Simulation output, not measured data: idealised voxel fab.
Process module under the name voxel self aligned vias
Cross-section cut spans 205 nm and uses square cells 5 nm in size.
Each cross-section below is a grid of square cells, stated as bands in top-down order, with one or more rows of cells making up each band.
Basically the band line says how high the top is and how high the bottom is, in nm, and then what's in it from left to right, every material with its width in nm. Empty space shows up as "blank", and if a single material carries "full width" it runs the full band edge to edge.
Heights from 0 (as-received wafer is one material below). Bottom band endless downward, as "0 and below".
With a width like "30 to 40", each row of cells in the band differs from the next by the same amount, the top row carrying the first number and the bottom row the second.
Take "nothing was modified" at face value: in the step it is given for, the cross-section changed in none of its cells.
Any empty space of 8 cells or more lacking an open way to the top shows up in "closed voids" as width x height at distance, distance from the left edge, in nm.
Post-settings text on a step line: simulator's own remark regarding the step.
What "overlay nm" on a step's line means: if the step has a mask, that mask lay this far to the right of its planned place, or, when the value is negative, to the left.

List of planned process steps:
| 1 | RECEIVE, material Si |
| 2 | CONFORMAL_DEP, material SiO2, thk nm 10 |
| 3 | CONFORMAL_DEP, material SiCN, thk nm 5 |
| 4 | DIRECTIONAL_DEP, material lowk, thk nm 20 |
| 5 | PATTERN, tone open, mask id LINES, material resist, width nm 25, pitch nm 65, thk nm 20, overlay nm -15 |
| 6 | DIRECTIONAL_ETCH, etch materials lowk, depth nm 20 |
| 7 | STRIP, etch materials resist |
| 8 | CONFORMAL_DEP, material TiN, thk nm 5 |
| 9 | FILL_DEP, material Ru, thk nm 5 |
| 10 | CMP, height nm 35 |
| 11 | SELECTIVE_ETCH, etch materials W Ru TiN, depth nm 10 |
| 12 | FILL_DEP, material SiN, thk nm 5 |
| 13 | CMP, height nm 35 |
| 14 | DIRECTIONAL_DEP, material lowk, thk nm 15 |
| 15 | DIRECTIONAL_DEP, material aC, thk nm 10 |
| 16 | PATTERN, tone open, mask id VIAS, material resist, width nm 45, thk nm 25, overlay nm 0 |
| 17 | DIRECTIONAL_ETCH, etch materials aC, depth nm 10 |
| 18 | STRIP, etch materials resist |
| 19 | DIRECTIONAL_ETCH, etch materials lowk, depth nm 15 |
| 20 | DIRECTIONAL_ETCH, etch materials SiN, depth nm 10 |
| 21 | STRIP, etch materials aC |
| 22 | CONFORMAL_DEP, material TiN, thk nm 5 |
| 23 | FILL_DEP, material Cu, thk nm 5 |
| 24 | CMP, height nm 50 |
| 25 | CONFORMAL_DEP, material SiN, thk nm 5 |
The value of overlay nm given for step 5 in the plan refers to the first wafer; the wafers vary in this setting and are alike at the start.

Cut through the first of several wafers as received, post step 1:
    0 and below  Si full width
    closed voids: none

The table below has one row for each wafer; a row shows, as of the end of the module, how many cells of each material the wafer has gained, marked (+), or lost, marked (-), since it was received, and then the wafer's closed voids:
overlay nm -15, +18 Cu, +6 Ru, +41 SiCN, +53 SiN, +82 SiO2, +31 TiN, +220 lowk, closed voids: none
overlay nm -10, +20 Cu, +6 Ru, +41 SiCN, +51 SiN, +82 SiO2, +31 TiN, +220 lowk, closed voids: none
overlay nm -5, +20 Cu, +6 Ru, +41 SiCN, +51 SiN, +82 SiO2, +31 TiN, +220 lowk, closed voids: none
overlay nm 0, +20 Cu, +6 Ru, +41 SiCN, +51 SiN, +82 SiO2, +31 TiN, +220 lowk, closed voids: none
overlay nm 5, +20 Cu, +6 Ru, +41 SiCN, +51 SiN, +82 SiO2, +31 TiN, +220 lowk, closed voids: none
overlay nm 10, +20 Cu, +6 Ru, +41 SiCN, +51 SiN, +82 SiO2, +31 TiN, +220 lowk, closed voids: none
overlay nm 15, +18 Cu, +6 Ru, +41 SiCN, +53 SiN, +82 SiO2, +31 TiN, +220 lowk, closed voids: none
